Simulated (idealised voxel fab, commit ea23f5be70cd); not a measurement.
process module | voxel capacitor over wiring
cross-section cut | 215 nm wide | cells 5 nm
A cross-section is a grid of square cells, given in bands from the top down. A band is one or more rows of cells.
Each band's line starts with the height of the band's top and of its bottom, in nm. Then come its materials from left to right, each with its width in nm. One material with "throughout" fills the band from edge to edge. "air" is empty space.
Height 0 is the level under which the wafer as received is all one material. The lowest band goes on downwards, as in "0 down".
A width such as "30 to 40" changes by the same amount from each row of cells to the next, from the band's top row to its bottom row.
"no change" after a step means that no cell of the cross-section changed.
closed voids: empty space of 8 cells or more with no open way to the top, each as width x height at its distance from the left edge, in nm
after a step's settings: what the simulator itself notes on the step
overlay nm, on a step with a mask: how far to the right of its planned place the mask lay; to the left if negative
plan
1 op RECEIVE | material Si
2 op CONFORMAL_DEP | material SiO2 | thk nm 15
3 op DIRECTIONAL_DEP | material TiN | thk nm 5
4 op DIRECTIONAL_DEP | material Ru | thk nm 25
5 op PATTERN | tone cover | mask id METAL_1 | material resist | width nm 20 | pitch nm 80 | thk nm 15 | overlay nm 0
6 op DIRECTIONAL_ETCH | etch materials Ru | depth nm 25
7 op DIRECTIONAL_ETCH | etch materials TiN | depth nm 5
8 op STRIP | etch materials resist
9 op FILL_DEP | material SiO2 | thk nm 5
10 op CMP | height nm 45
11 op CONFORMAL_DEP | material SiCN | thk nm 5
12 op DIRECTIONAL_DEP | material SiO2 | thk nm 10
13 op PATTERN | tone open | mask id PLUG_1 | material resist | width nm 15 | thk nm 15 | overlay nm 0
14 op DIRECTIONAL_ETCH | etch materials SiO2 | depth nm 10
15 op DIRECTIONAL_ETCH | etch materials SiCN | depth nm 5
16 op STRIP | etch materials resist
17 op EPI | material Ru | thk nm 10
18 op EPI | material Ru | thk nm 5
19 op DIRECTIONAL_DEP | material TiN | thk nm 10
20 op DIRECTIONAL_DEP | material Al2O3 | thk nm 5
21 op DIRECTIONAL_DEP | material TiN | thk nm 5
22 op DIRECTIONAL_DEP | material aC | thk nm 15
23 op PATTERN | tone cover | mask id UPPER_PLATE | material resist | width nm 65 | thk nm 30 | overlay nm 0
24 op DIRECTIONAL_ETCH | etch materials aC | depth nm 15
25 op STRIP | etch materials resist
26 op DIRECTIONAL_ETCH | etch materials TiN | depth nm 5
27 op DIRECTIONAL_ETCH | etch materials Al2O3 | depth nm 5
28 op STRIP | etch materials aC
29 op PATTERN | tone cover | mask id LOWER_PLATE | material resist | width nm 75 | thk nm 20 | overlay nm 0
30 op DIRECTIONAL_ETCH | etch materials TiN | depth nm 10
31 op STRIP | etch materials resist
32 op FILL_DEP | material SiO2 | thk nm 15
33 op CMP | height nm 90
34 op PATTERN | tone open | mask id PLUG_2 | material resist | width nm 15 | thk nm 15 | overlay nm 0
35 op DIRECTIONAL_ETCH | etch materials SiO2 | depth nm 10
36 op STRIP | etch materials resist
37 op CONFORMAL_DEP | material TiN | thk nm 5
38 op FILL_DEP | material W | thk nm 10
39 op CMP | height nm 90
40 op CONFORMAL_DEP | material SiCN | thk nm 5
as received, after step 1
  0 down: Si throughout
  closed voids: none
first wafer at the end, as planned
  95 to 90: SiCN throughout
  90 to 85: SiO2 70 | TiN 5 | W 5 | TiN 5 | SiO2 130
  85 to 75: SiO2 70 to 60 | TiN 15 to 65 | SiO2 130 to 90
  75 to 70: SiO2 60 | Al2O3 65 | SiO2 90
  70 to 60: SiO2 55 | TiN 75 | SiO2 85
  60 to 50: SiO2 60 | Ru 15 | SiO2 140
  50 to 45: SiCN 60 | Ru 15 | SiCN 140
  45 to 20: SiO2 55 | Ru 20 | SiO2 60 | Ru 20 | SiO2 60
  20 to 15: SiO2 55 | TiN 20 | SiO2 60 | TiN 20 | SiO2 60
  15 to 0: SiO2 throughout
  0 down: Si throughout
  closed voids: none
second wafer at the end: like start, like plan, one mistake
  95 to 90: SiCN throughout
  90 to 85: SiO2 70 | TiN 5 | W 5 | TiN 5 | SiO2 130
  85 to 75: SiO2 70 to 75 | TiN 15 to 50 | SiO2 130 to 90
  75 to 70: SiO2 75 | Al2O3 50 | SiO2 90
  70 to 65: SiO2 55 | TiN 5 | SiO2 15 | TiN 55 | SiO2 85
  65 to 60: SiO2 55 | TiN 75 | SiO2 85
  60 to 55: SiO2 60 | Al2O3 15 | SiO2 140
  55 to 50: SiO2 60 | TiN 15 | SiO2 140
  50 to 45: SiCN 60 | TiN 15 | SiCN 140
  45 to 20: Ru 55 | SiO2 20 | Ru 60 | SiO2 20 | Ru 60
  20 to 15: TiN 55 | SiO2 20 | TiN 60 | SiO2 20 | TiN 60
  15 to 0: SiO2 throughout
  0 down: Si throughout
  closed voids: none
what went wrong: step 5 ran as: op PATTERN | tone open | mask id METAL_1 | material resist | width nm 20 | pitch nm 80 | thk nm 15 | overlay nm 0
at the end the second wafer has, in cells: 126 more of Ru | 153 fewer of SiO2 | 27 more of TiN
